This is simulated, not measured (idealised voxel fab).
Presented below is a process module, voxel spacer lines.
Each square cell in cross-section cut measures 5 nm, and the section as a whole is 220 nm wide.
For the purposes of this document, a cross-section shall be understood as a grid of square cells, specified as bands listed in top-to-bottom order, each band consisting of one or more rows of cells. Each band's line starts with the height of the band's top and of its bottom, in nm. Then come its materials from left to right, each with its width in nm. One material with "everywhere" fills the band from edge to edge. "blank" is empty space. Counting heights begins at 0, where everything beneath is, in the wafer as received, one material. The lowest band has no bottom; it goes on downwards, as "0 nm and below" shows. The width entry "30..40" should be interpreted row by row: the top row of cells in the band takes the first number, the bottom row takes the second number, and the change between adjacent rows is uniform throughout. Step marked "changes: none"? Then no cell in the cross-section changed in it. In "Sealed void inventory" the enclosed voids are listed, meaning empty spaces of 8 cells or larger without any opening to the top. The form is width x height at distance, distance from the left edge, units nm. The remark found on a step's line after its settings is issued by the simulator itself and pertains to that step. A step's line can hold "overlay nm"; with a mask on that step, the setting says how far right of the planned place the mask lay, while a negative setting says it lay to the left. Reading guide: pairs of cross-sections, before and after one process step; after view cut off at lowest changed band; step and settings listed under each pair. Pairs may stem from different runs of this module on the same starting wafer; continuity with the pair above only where the "Pre-step cross-section" entry states it.
**Pre-step cross-section**
	65 nm to 55 nm | resist (30) / blank (20) / resist (50) / blank (20) / resist (50) / blank (20) / resist (30)
	55 nm to 25 nm | aC (30) / blank (20) / aC (50) / blank (20) / aC (50) / blank (20) / aC (30)
	25 nm to 5 nm | TiN everywhere
	5 nm to 0 nm | Al2O3 everywhere
	0 nm and below | Si everywhere
	Sealed void inventory: none
**Post-Step Geometry**
	55 nm to 25 nm | aC (30) / blank (20) / aC (50) / blank (20) / aC (50) / blank (20) / aC (30)
	At heights below 25, the structure remains unaltered.
	Sealed void inventory: none
The cross-sections above show the structure before and after this step: STRIP,etch materials resist
Pre-step cross-section: after-step cross-section of the pair just above applies.
**Post-Step Geometry**
	70 nm to 55 nm | SiN everywhere
	55 nm to 25 nm | aC (30) / SiN (20) / aC (50) / SiN (20) / aC (50) / SiN (20) / aC (30)
	At heights below 25, the structure remains unaltered.
	Sealed void inventory: none
The cross-sections above show the structure before and after this step: CONFORMAL_DEP,material SiN,thk nm 15
Pre-step cross-section: after-step cross-section of the pair just above applies.
**Post-Step Geometry**
	55 nm to 25 nm | aC (30) / SiN (20) / aC (50) / SiN (20) / aC (50) / SiN (20) / aC (30)
	At heights below 25, the structure remains unaltered.
	Sealed void inventory: none
The cross-sections above show the structure before and after this step: DIRECTIONAL_ETCH,etch materials SiN,depth nm 15
Pre-step cross-section: after-step cross-section of the pair just above applies.
**Post-Step Geometry**
	55 nm to 25 nm | blank (30) / SiN (20) / blank (50) / SiN (20) / blank (50) / SiN (20) / blank (30)
	At heights below 25, the structure remains unaltered.
	Sealed void inventory: none
The cross-sections above show the structure before and after this step: STRIP,etch materials aC
Pre-step cross-section: after-step cross-section of the pair just above applies.
**Post-Step Geometry**
	55 nm to 25 nm | blank (30) / SiN (20) / blank (50) / SiN (20) / blank (50) / SiN (20) / blank (30)
	25 nm to 5 nm | blank (30) / TiN (20) / blank (50) / TiN (20) / blank (50) / TiN (20) / blank (30)
	At heights below 5, the structure remains unaltered.
	Sealed void inventory: none
The cross-sections above show the structure before and after this step: DIRECTIONAL_ETCH,etch materials TiN,depth nm 20
Pre-step cross-section: after-step cross-section of the pair just above applies.
**Post-Step Geometry**
	25 nm to 5 nm | blank (30) / TiN (20) / blank (50) / TiN (20) / blank (50) / TiN (20) / blank (30)
	At heights below 5, the structure remains unaltered.
	Sealed void inventory: none
The cross-sections above show the structure before and after this step: STRIP,etch materials SiN
